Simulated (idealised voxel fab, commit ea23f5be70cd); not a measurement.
process module | voxel transistor to metal
cross-section cut | 215 nm wide | cells 5 nm
A cross-section is a grid of square cells, given in bands from the top down. A band is one or more rows of cells.
Each band's line starts with the height of the band's top and of its bottom, in nm. Then come its materials from left to right, each with its width in nm. One material with "throughout" fills the band from edge to edge. "air" is empty space.
Height 0 is the level under which the wafer as received is all one material. The lowest band goes on downwards, as in "0 down".
A width such as "30 to 40" changes by the same amount from each row of cells to the next, from the band's top row to its bottom row.
"no change" after a step means that no cell of the cross-section changed.
closed voids: empty space of 8 cells or more with no open way to the top, each as width x height at its distance from the left edge, in nm
after a step's settings: what the simulator itself notes on the step
overlay nm, on a step with a mask: how far to the right of its planned place the mask lay; to the left if negative
plan
1 op RECEIVE | material Si
2 op OXIDIZE | depth nm 5
3 op CONFORMAL_DEP | material SiN | thk nm 15
4 op DIRECTIONAL_DEP | material aC | thk nm 10
5 op PATTERN | tone cover | mask id ACTIVE | material resist | width nm 115 | thk nm 25 | overlay nm 0
6 op DIRECTIONAL_ETCH | etch materials aC | depth nm 10
7 op STRIP | etch materials resist
8 op DIRECTIONAL_ETCH | etch materials SiN | depth nm 15
9 op DIRECTIONAL_ETCH | etch materials SiO2 | depth nm 5
10 op DIRECTIONAL_ETCH | etch materials Si | depth nm 25
11 op STRIP | etch materials aC
12 op OXIDIZE | depth nm 5
13 op FILL_DEP | material SiO2 | thk nm 15
14 op CMP | height nm 15
15 op SELECTIVE_ETCH | etch materials SiO2 | depth nm 15
16 op STRIP | etch materials SiN
17 op SELECTIVE_ETCH | etch materials SiO2 | depth nm 5
18 op OXIDIZE | depth nm 5
19 op DIRECTIONAL_DEP | material polySi | thk nm 20
20 op DIRECTIONAL_DEP | material SiCN | thk nm 10
21 op PATTERN | tone cover | mask id GATE | material resist | width nm 25 | thk nm 20 | overlay nm 0
22 op DIRECTIONAL_ETCH | etch materials SiCN | depth nm 20
23 op DIRECTIONAL_ETCH | etch materials polySi | depth nm 30
24 op STRIP | etch materials resist
25 op CONFORMAL_DEP | material SiN | thk nm 5
26 op DIRECTIONAL_ETCH | etch materials SiN | depth nm 5
27 op DIRECTIONAL_ETCH | etch materials SiO2 | depth nm 5
28 op DIRECTIONAL_ETCH | etch materials Si | depth nm 15
29 op EPI | material SiGe | thk nm 15
30 op FILL_DEP | material SiO2 | thk nm 10
31 op CMP | height nm 15
32 op STRIP | etch materials polySi
33 op SELECTIVE_ETCH | etch materials SiO2 | depth nm 5
34 op CONFORMAL_DEP | material HfO2 | thk nm 5
35 op CONFORMAL_DEP | material TiN | thk nm 5
36 op FILL_DEP | material W | thk nm 10
37 op CMP | height nm 10
38 op DIRECTIONAL_DEP | material SiO2 | thk nm 15
39 op PATTERN | tone open | mask id CONTACT | material resist | width nm 20 | pitch nm 85 | thk nm 20 | overlay nm 0
40 op DIRECTIONAL_ETCH | etch materials SiO2 | depth nm 35
41 op STRIP | etch materials resist
42 op CONFORMAL_DEP | material TiN | thk nm 5
43 op FILL_DEP | material W | thk nm 10
44 op CMP | height nm 25
45 op DIRECTIONAL_DEP | material TiN | thk nm 5
46 op DIRECTIONAL_DEP | material Ru | thk nm 15
47 op PATTERN | tone cover | mask id METAL_1 | material resist | width nm 20 | pitch nm 85 | thk nm 20 | overlay nm 0
48 op DIRECTIONAL_ETCH | etch materials Ru | depth nm 15
49 op DIRECTIONAL_ETCH | etch materials TiN | depth nm 5
50 op STRIP | etch materials resist
51 op CONFORMAL_DEP | material SiCN | thk nm 5
52 op FILL_DEP | material lowk | thk nm 10
53 op CMP | height nm 45
54 op CONFORMAL_DEP | material SiCN | thk nm 5
first wafer, as planned
as received, after step 1
  0 down: Si throughout
  closed voids: none
after step 2
  0 to -5: SiO2 throughout
  below -5: unchanged
after step 3
  15 to 0: SiN throughout
  below 0: unchanged
after step 4
  25 to 15: aC throughout
  below 15: unchanged
after step 5
  50 to 25: air 50 | resist 115 | air 50
  below 25: unchanged
after step 6
  40 to 25: air 50 | resist 115 | air 50
  25 to 15: air 50 | aC 115 | air 50
  below 15: unchanged
after step 7
  25 to 15: air 50 | aC 115 | air 50
  below 15: unchanged
after step 8
  25 to 15: air 50 | aC 115 | air 50
  15 to 0: air 50 | SiN 115 | air 50
  below 0: unchanged
after step 9
  25 to 15: air 50 | aC 115 | air 50
  15 to 0: air 50 | SiN 115 | air 50
  0 to -5: air 50 | SiO2 115 | air 50
  below -5: unchanged
after step 10
  25 to 15: air 50 | aC 115 | air 50
  15 to 0: air 50 | SiN 115 | air 50
  0 to -5: air 50 | SiO2 115 | air 50
  -5 to -30: air 50 | Si 115 | air 50
  below -30: unchanged
after step 11
  15 to 0: air 50 | SiN 115 | air 50
  below 0: unchanged
after step 12
  15 to 0: air 50 | SiN 115 | air 50
  0 to -5: air 50 | SiO2 115 | air 50
  -5 to -30: air 50 | SiO2 5 | Si 105 | SiO2 5 | air 50
  -30 to -35: SiO2 55 | Si 105 | SiO2 55
  below -35: unchanged
after step 13
  30 to 15: SiO2 throughout
  15 to 0: SiO2 50 | SiN 115 | SiO2 50
  0 to -5: SiO2 throughout
  -5 to -35: SiO2 55 | Si 105 | SiO2 55
  below -35: unchanged
after step 14
  15 to 0: SiO2 50 | SiN 115 | SiO2 50
  below 0: unchanged
after step 15
  15 to 0: air 50 | SiN 115 | air 50
  below 0: unchanged
after step 16
  0 to -5: SiO2 throughout
  below -5: unchanged
after step 17
  -5 to -35: SiO2 55 | Si 105 | SiO2 55
  below -35: unchanged
after step 18
  -5 to -10: SiO2 throughout
  below -10: unchanged
after step 19
  15 to -5: polySi throughout
  below -5: unchanged
after step 20
  25 to 15: SiCN throughout
  below 15: unchanged
after step 21
  45 to 25: air 95 | resist 25 | air 95
  below 25: unchanged
after step 22
  45 to 25: air 95 | resist 25 | air 95
  25 to 15: air 95 | SiCN 25 | air 95
  below 15: unchanged
after step 23
  45 to 25: air 95 | resist 25 | air 95
  25 to 15: air 95 | SiCN 25 | air 95
  15 to -5: air 95 | polySi 25 | air 95
  below -5: unchanged
after step 24
  25 to 15: air 95 | SiCN 25 | air 95
  below 15: unchanged
after step 25
  30 to 25: air 90 | SiN 35 | air 90
  25 to 15: air 90 | SiN 5 | SiCN 25 | SiN 5 | air 90
  15 to 0: air 90 | SiN 5 | polySi 25 | SiN 5 | air 90
  0 to -5: SiN 95 | polySi 25 | SiN 95
  below -5: unchanged
after step 26
  25 to 15: air 90 | SiN 5 | SiCN 25 | SiN 5 | air 90
  15 to -5: air 90 | SiN 5 | polySi 25 | SiN 5 | air 90
  below -5: unchanged
after step 27
  25 to 15: air 90 | SiN 5 | SiCN 25 | SiN 5 | air 90
  15 to -5: air 90 | SiN 5 | polySi 25 | SiN 5 | air 90
  -5 to -10: air 90 | SiO2 35 | air 90
  below -10: unchanged
after step 28
  25 to 15: air 90 | SiN 5 | SiCN 25 | SiN 5 | air 90
  15 to -5: air 90 | SiN 5 | polySi 25 | SiN 5 | air 90
  -5 to -10: air 90 | SiO2 35 | air 90
  -10 to -25: SiO2 55 | air 35 | Si 35 | air 35 | SiO2 55
  below -25: unchanged
after step 29
  25 to 15: air 90 | SiN 5 | SiCN 25 | SiN 5 | air 90
  15 to 5: air 90 | SiN 5 | polySi 25 | SiN 5 | air 90
  5 to -5: air 75 | SiGe 15 | SiN 5 | polySi 25 | SiN 5 | SiGe 15 | air 75
  -5 to -10: air 75 | SiGe 15 | SiO2 35 | SiGe 15 | air 75
  -10 to -25: SiO2 55 | SiGe 35 | Si 35 | SiGe 35 | SiO2 55
  below -25: unchanged
after step 30
  35 to 25: SiO2 throughout
  25 to 15: SiO2 90 | SiN 5 | SiCN 25 | SiN 5 | SiO2 90
  15 to 5: SiO2 90 | SiN 5 | polySi 25 | SiN 5 | SiO2 90
  5 to -5: SiO2 75 | SiGe 15 | SiN 5 | polySi 25 | SiN 5 | SiGe 15 | SiO2 75
  -5 to -10: SiO2 75 | SiGe 15 | SiO2 35 | SiGe 15 | SiO2 75
  below -10: unchanged
after step 31
  15 to 5: SiO2 90 | SiN 5 | polySi 25 | SiN 5 | SiO2 90
  below 5: unchanged
after step 32
  15 to 5: SiO2 90 | SiN 5 | air 25 | SiN 5 | SiO2 90
  5 to -5: SiO2 75 | SiGe 15 | SiN 5 | air 25 | SiN 5 | SiGe 15 | SiO2 75
  below -5: unchanged
after step 33
  15 to 10: air 90 | SiN 5 | air 25 | SiN 5 | air 90
  10 to 5: SiO2 90 | SiN 5 | air 25 | SiN 5 | SiO2 90
  5 to -5: SiO2 75 | SiGe 15 | SiN 5 | air 25 | SiN 5 | SiGe 15 | SiO2 75
  -5 to -10: SiO2 75 | SiGe 15 | air 35 | SiGe 15 | SiO2 75
  below -10: unchanged
after step 34
  20 to 15: air 85 | HfO2 15 | air 15 | HfO2 15 | air 85
  15 to 10: HfO2 90 | SiN 5 | HfO2 5 | air 15 | HfO2 5 | SiN 5 | HfO2 90
  10 to 5: SiO2 90 | SiN 5 | HfO2 5 | air 15 | HfO2 5 | SiN 5 | SiO2 90
  5 to -5: SiO2 75 | SiGe 15 | SiN 5 | HfO2 5 | air 15 | HfO2 5 | SiN 5 | SiGe 15 | SiO2 75
  -5 to -10: SiO2 75 | SiGe 15 | HfO2 35 | SiGe 15 | SiO2 75
  below -10: unchanged
after step 35
  25 to 20: air 80 | TiN 25 | air 5 | TiN 25 | air 80
  20 to 15: TiN 85 | HfO2 15 | TiN 5 | air 5 | TiN 5 | HfO2 15 | TiN 85
  15 to 10: HfO2 90 | SiN 5 | HfO2 5 | TiN 5 | air 5 | TiN 5 | HfO2 5 | SiN 5 | HfO2 90
  10 to 5: SiO2 90 | SiN 5 | HfO2 5 | TiN 5 | air 5 | TiN 5 | HfO2 5 | SiN 5 | SiO2 90
  5 to 0: SiO2 75 | SiGe 15 | SiN 5 | HfO2 5 | TiN 5 | air 5 | TiN 5 | HfO2 5 | SiN 5 | SiGe 15 | SiO2 75
  0 to -5: SiO2 75 | SiGe 15 | SiN 5 | HfO2 5 | TiN 15 | HfO2 5 | SiN 5 | SiGe 15 | SiO2 75
  below -5: unchanged
after step 36
  35 to 25: W throughout
  25 to 20: W 80 | TiN 25 | W 5 | TiN 25 | W 80
  20 to 15: TiN 85 | HfO2 15 | TiN 5 | W 5 | TiN 5 | HfO2 15 | TiN 85
  15 to 10: HfO2 90 | SiN 5 | HfO2 5 | TiN 5 | W 5 | TiN 5 | HfO2 5 | SiN 5 | HfO2 90
  10 to 5: SiO2 90 | SiN 5 | HfO2 5 | TiN 5 | W 5 | TiN 5 | HfO2 5 | SiN 5 | SiO2 90
  5 to 0: SiO2 75 | SiGe 15 | SiN 5 | HfO2 5 | TiN 5 | W 5 | TiN 5 | HfO2 5 | SiN 5 | SiGe 15 | SiO2 75
  below 0: unchanged
after step 37
  10 to 5: SiO2 90 | SiN 5 | HfO2 5 | TiN 5 | W 5 | TiN 5 | HfO2 5 | SiN 5 | SiO2 90
  below 5: unchanged
after step 38
  25 to 10: SiO2 throughout
  below 10: unchanged
after step 39
  45 to 25: resist 55 | air 20 | resist 65 | air 20 | resist 55
  below 25: unchanged
after step 40
  45 to 25: resist 55 | air 20 | resist 65 | air 20 | resist 55
  25 to 10: SiO2 55 | air 20 | SiO2 65 | air 20 | SiO2 55
  10 to 5: SiO2 55 | air 20 | SiO2 15 | SiN 5 | HfO2 5 | TiN 5 | W 5 | TiN 5 | HfO2 5 | SiN 5 | SiO2 15 | air 20 | SiO2 55
  5 to 0: SiO2 55 | air 20 | SiGe 15 | SiN 5 | HfO2 5 | TiN 5 | W 5 | TiN 5 | HfO2 5 | SiN 5 | SiGe 15 | air 20 | SiO2 55
  0 to -5: SiO2 55 | air 20 | SiGe 15 | SiN 5 | HfO2 5 | TiN 15 | HfO2 5 | SiN 5 | SiGe 15 | air 20 | SiO2 55
  -5 to -10: SiO2 55 | air 20 | SiGe 15 | HfO2 35 | SiGe 15 | air 20 | SiO2 55
  below -10: unchanged
after step 41
  25 to 10: SiO2 55 | air 20 | SiO2 65 | air 20 | SiO2 55
  below 10: unchanged
after step 42
  30 to 25: TiN 60 | air 10 | TiN 75 | air 10 | TiN 60
  25 to 10: SiO2 55 | TiN 5 | air 10 | TiN 5 | SiO2 65 | TiN 5 | air 10 | TiN 5 | SiO2 55
  10 to 5: SiO2 55 | TiN 5 | air 10 | TiN 5 | SiO2 15 | SiN 5 | HfO2 5 | TiN 5 | W 5 | TiN 5 | HfO2 5 | SiN 5 | SiO2 15 | TiN 5 | air 10 | TiN 5 | SiO2 55
  5 to 0: SiO2 55 | TiN 5 | air 10 | TiN 5 | SiGe 15 | SiN 5 | HfO2 5 | TiN 5 | W 5 | TiN 5 | HfO2 5 | SiN 5 | SiGe 15 | TiN 5 | air 10 | TiN 5 | SiO2 55
  0 to -5: SiO2 55 | TiN 5 | air 10 | TiN 5 | SiGe 15 | SiN 5 | HfO2 5 | TiN 15 | HfO2 5 | SiN 5 | SiGe 15 | TiN 5 | air 10 | TiN 5 | SiO2 55
  -5 to -10: SiO2 55 | TiN 20 | SiGe 15 | HfO2 35 | SiGe 15 | TiN 20 | SiO2 55
  below -10: unchanged
after step 43
  40 to 30: W throughout
  30 to 25: TiN 60 | W 10 | TiN 75 | W 10 | TiN 60
  25 to 10: SiO2 55 | TiN 5 | W 10 | TiN 5 | SiO2 65 | TiN 5 | W 10 | TiN 5 | SiO2 55
  10 to 5: SiO2 55 | TiN 5 | W 10 | TiN 5 | SiO2 15 | SiN 5 | HfO2 5 | TiN 5 | W 5 | TiN 5 | HfO2 5 | SiN 5 | SiO2 15 | TiN 5 | W 10 | TiN 5 | SiO2 55
  5 to 0: SiO2 55 | TiN 5 | W 10 | TiN 5 | SiGe 15 | SiN 5 | HfO2 5 | TiN 5 | W 5 | TiN 5 | HfO2 5 | SiN 5 | SiGe 15 | TiN 5 | W 10 | TiN 5 | SiO2 55
  0 to -5: SiO2 55 | TiN 5 | W 10 | TiN 5 | SiGe 15 | SiN 5 | HfO2 5 | TiN 15 | HfO2 5 | SiN 5 | SiGe 15 | TiN 5 | W 10 | TiN 5 | SiO2 55
  below -5: unchanged
after step 44
  25 to 10: SiO2 55 | TiN 5 | W 10 | TiN 5 | SiO2 65 | TiN 5 | W 10 | TiN 5 | SiO2 55
  below 10: unchanged
after step 45
  30 to 25: TiN throughout
  below 25: unchanged
after step 46
  45 to 30: Ru throughout
  below 30: unchanged
after step 47
  65 to 45: air 55 | resist 20 | air 65 | resist 20 | air 55
  below 45: unchanged
after step 48
  65 to 45: air 55 | resist 20 | air 65 | resist 20 | air 55
  45 to 30: air 55 | Ru 20 | air 65 | Ru 20 | air 55
  below 30: unchanged
after step 49
  65 to 45: air 55 | resist 20 | air 65 | resist 20 | air 55
  45 to 30: air 55 | Ru 20 | air 65 | Ru 20 | air 55
  30 to 25: air 55 | TiN 20 | air 65 | TiN 20 | air 55
  below 25: unchanged
after step 50
  45 to 30: air 55 | Ru 20 | air 65 | Ru 20 | air 55
  below 30: unchanged
after step 51
  50 to 45: air 50 | SiCN 30 | air 55 | SiCN 30 | air 50
  45 to 30: air 50 | SiCN 5 | Ru 20 | SiCN 5 | air 55 | SiCN 5 | Ru 20 | SiCN 5 | air 50
  30 to 25: SiCN 55 | TiN 20 | SiCN 65 | TiN 20 | SiCN 55
  below 25: unchanged
after step 52
  60 to 50: lowk throughout
  50 to 45: lowk 50 | SiCN 30 | lowk 55 | SiCN 30 | lowk 50
  45 to 30: lowk 50 | SiCN 5 | Ru 20 | SiCN 5 | lowk 55 | SiCN 5 | Ru 20 | SiCN 5 | lowk 50
  below 30: unchanged
after step 53
  45 to 30: lowk 50 | SiCN 5 | Ru 20 | SiCN 5 | lowk 55 | SiCN 5 | Ru 20 | SiCN 5 | lowk 50
  below 30: unchanged
after step 54
  50 to 45: SiCN throughout
  below 45: unchanged
second wafer: like start, like plan, one mistake. Through step 20 it matches the first wafer
when step 21 should have ended
  45 to 25: resist 95 | air 25 | resist 95
  below 25: unchanged
when step 22 should have ended
  45 to 25: resist 95 | air 25 | resist 95
  25 to 15: SiCN 95 | air 25 | SiCN 95
  below 15: unchanged
when step 23 should have ended
  45 to 25: resist 95 | air 25 | resist 95
  25 to 15: SiCN 95 | air 25 | SiCN 95
  15 to -5: polySi 95 | air 25 | polySi 95
  below -5: unchanged
when step 24 should have ended
  25 to 15: SiCN 95 | air 25 | SiCN 95
  below 15: unchanged
when step 25 should have ended
  30 to 25: SiN 100 | air 15 | SiN 100
  25 to 15: SiCN 95 | SiN 5 | air 15 | SiN 5 | SiCN 95
  15 to 0: polySi 95 | SiN 5 | air 15 | SiN 5 | polySi 95
  0 to -5: polySi 95 | SiN 25 | polySi 95
  below -5: unchanged
when step 26 should have ended
  25 to 15: SiCN 95 | SiN 5 | air 15 | SiN 5 | SiCN 95
  15 to -5: polySi 95 | SiN 5 | air 15 | SiN 5 | polySi 95
  below -5: unchanged
when step 27 should have ended
  25 to 15: SiCN 95 | SiN 5 | air 15 | SiN 5 | SiCN 95
  15 to -5: polySi 95 | SiN 5 | air 15 | SiN 5 | polySi 95
  -5 to -10: SiO2 100 | air 15 | SiO2 100
  below -10: unchanged
when step 28 should have ended
  25 to 15: SiCN 95 | SiN 5 | air 15 | SiN 5 | SiCN 95
  15 to -5: polySi 95 | SiN 5 | air 15 | SiN 5 | polySi 95
  -5 to -10: SiO2 100 | air 15 | SiO2 100
  -10 to -25: SiO2 55 | Si 45 | air 15 | Si 45 | SiO2 55
  below -25: unchanged
when step 29 should have ended
  25 to 15: SiCN 95 | SiN 5 | air 15 | SiN 5 | SiCN 95
  15 to 5: polySi 95 | SiN 5 | air 15 | SiN 5 | polySi 95
  5 to -5: polySi 95 | SiN 5 | SiGe 15 | SiN 5 | polySi 95
  -5 to -10: SiO2 100 | SiGe 15 | SiO2 100
  -10 to -25: SiO2 55 | Si 45 | SiGe 15 | Si 45 | SiO2 55
  below -25: unchanged
when step 30 should have ended
  35 to 25: SiO2 throughout
  25 to 15: SiCN 95 | SiN 5 | SiO2 15 | SiN 5 | SiCN 95
  15 to 5: polySi 95 | SiN 5 | SiO2 15 | SiN 5 | polySi 95
  below 5: unchanged
when step 31 should have ended
  15 to 5: polySi 95 | SiN 5 | SiO2 15 | SiN 5 | polySi 95
  below 5: unchanged
when step 32 should have ended
  15 to 5: air 95 | SiN 5 | SiO2 15 | SiN 5 | air 95
  5 to -5: air 95 | SiN 5 | SiGe 15 | SiN 5 | air 95
  below -5: unchanged
when step 33 should have ended
  15 to 10: air 95 | SiN 5 | air 15 | SiN 5 | air 95
  10 to 5: air 95 | SiN 5 | SiO2 15 | SiN 5 | air 95
  5 to -5: air 95 | SiN 5 | SiGe 15 | SiN 5 | air 95
  -5 to -10: air 100 | SiGe 15 | air 100
  below -10: unchanged
when step 34 should have ended
  20 to 15: air 90 | HfO2 15 | air 5 | HfO2 15 | air 90
  15 to 10: air 90 | HfO2 5 | SiN 5 | HfO2 15 | SiN 5 | HfO2 5 | air 90
  10 to 5: air 90 | HfO2 5 | SiN 5 | SiO2 15 | SiN 5 | HfO2 5 | air 90
  5 to -5: air 90 | HfO2 5 | SiN 5 | SiGe 15 | SiN 5 | HfO2 5 | air 90
  -5 to -10: HfO2 100 | SiGe 15 | HfO2 100
  below -10: unchanged
when step 35 should have ended
  25 to 20: air 85 | TiN 45 | air 85
  20 to 15: air 85 | TiN 5 | HfO2 15 | TiN 5 | HfO2 15 | TiN 5 | air 85
  15 to 10: air 85 | TiN 5 | HfO2 5 | SiN 5 | HfO2 15 | SiN 5 | HfO2 5 | TiN 5 | air 85
  10 to 5: air 85 | TiN 5 | HfO2 5 | SiN 5 | SiO2 15 | SiN 5 | HfO2 5 | TiN 5 | air 85
  5 to 0: air 85 | TiN 5 | HfO2 5 | SiN 5 | SiGe 15 | SiN 5 | HfO2 5 | TiN 5 | air 85
  0 to -5: TiN 90 | HfO2 5 | SiN 5 | SiGe 15 | SiN 5 | HfO2 5 | TiN 90
  below -5: unchanged
when step 36 should have ended
  35 to 25: W throughout
  25 to 20: W 85 | TiN 45 | W 85
  20 to 15: W 85 | TiN 5 | HfO2 15 | TiN 5 | HfO2 15 | TiN 5 | W 85
  15 to 10: W 85 | TiN 5 | HfO2 5 | SiN 5 | HfO2 15 | SiN 5 | HfO2 5 | TiN 5 | W 85
  10 to 5: W 85 | TiN 5 | HfO2 5 | SiN 5 | SiO2 15 | SiN 5 | HfO2 5 | TiN 5 | W 85
  5 to 0: W 85 | TiN 5 | HfO2 5 | SiN 5 | SiGe 15 | SiN 5 | HfO2 5 | TiN 5 | W 85
  below 0: unchanged
when step 37 should have ended
  10 to 5: W 85 | TiN 5 | HfO2 5 | SiN 5 | SiO2 15 | SiN 5 | HfO2 5 | TiN 5 | W 85
  below 5: unchanged
when step 38 should have ended
  25 to 10: SiO2 throughout
  below 10: unchanged
when step 39 should have ended
  45 to 25: resist 55 | air 20 | resist 65 | air 20 | resist 55
  below 25: unchanged
when step 40 should have ended
  45 to 25: resist 55 | air 20 | resist 65 | air 20 | resist 55
  25 to 10: SiO2 55 | air 20 | SiO2 65 | air 20 | SiO2 55
  below 10: unchanged
when step 41 should have ended
  25 to 10: SiO2 55 | air 20 | SiO2 65 | air 20 | SiO2 55
  below 10: unchanged
when step 42 should have ended
  30 to 25: TiN 60 | air 10 | TiN 75 | air 10 | TiN 60
  25 to 15: SiO2 55 | TiN 5 | air 10 | TiN 5 | SiO2 65 | TiN 5 | air 10 | TiN 5 | SiO2 55
  15 to 10: SiO2 55 | TiN 20 | SiO2 65 | TiN 20 | SiO2 55
  below 10: unchanged
when step 43 should have ended
  40 to 30: W throughout
  30 to 25: TiN 60 | W 10 | TiN 75 | W 10 | TiN 60
  25 to 15: SiO2 55 | TiN 5 | W 10 | TiN 5 | SiO2 65 | TiN 5 | W 10 | TiN 5 | SiO2 55
  below 15: unchanged
when step 44 should have ended
  25 to 15: SiO2 55 | TiN 5 | W 10 | TiN 5 | SiO2 65 | TiN 5 | W 10 | TiN 5 | SiO2 55
  below 15: unchanged
when step 45 should have ended
  30 to 25: TiN throughout
  below 25: unchanged
when step 46 should have ended
  45 to 30: Ru throughout
  below 30: unchanged
when step 47 should have ended
  65 to 45: air 55 | resist 20 | air 65 | resist 20 | air 55
  below 45: unchanged
when step 48 should have ended
  65 to 45: air 55 | resist 20 | air 65 | resist 20 | air 55
  45 to 30: air 55 | Ru 20 | air 65 | Ru 20 | air 55
  below 30: unchanged
when step 49 should have ended
  65 to 45: air 55 | resist 20 | air 65 | resist 20 | air 55
  45 to 30: air 55 | Ru 20 | air 65 | Ru 20 | air 55
  30 to 25: air 55 | TiN 20 | air 65 | TiN 20 | air 55
  below 25: unchanged
when step 50 should have ended
  45 to 30: air 55 | Ru 20 | air 65 | Ru 20 | air 55
  below 30: unchanged
when step 51 should have ended
  50 to 45: air 50 | SiCN 30 | air 55 | SiCN 30 | air 50
  45 to 30: air 50 | SiCN 5 | Ru 20 | SiCN 5 | air 55 | SiCN 5 | Ru 20 | SiCN 5 | air 50
  30 to 25: SiCN 55 | TiN 20 | SiCN 65 | TiN 20 | SiCN 55
  below 25: unchanged
when step 52 should have ended
  60 to 50: lowk throughout
  50 to 45: lowk 50 | SiCN 30 | lowk 55 | SiCN 30 | lowk 50
  45 to 30: lowk 50 | SiCN 5 | Ru 20 | SiCN 5 | lowk 55 | SiCN 5 | Ru 20 | SiCN 5 | lowk 50
  below 30: unchanged
when step 53 should have ended
  45 to 30: lowk 50 | SiCN 5 | Ru 20 | SiCN 5 | lowk 55 | SiCN 5 | Ru 20 | SiCN 5 | lowk 50
  below 30: unchanged
when step 54 should have ended
  50 to 45: SiCN throughout
  below 45: unchanged
what went wrong: step 21 ran as: op PATTERN | tone open | mask id GATE | material resist | width nm 25 | thk nm 20 | overlay nm 0
at the end the second wafer has, in cells: 33 more of HfO2 | 33 more of Si | 42 fewer of SiGe | 91 fewer of SiO2 | 17 more of TiN | 50 more of W
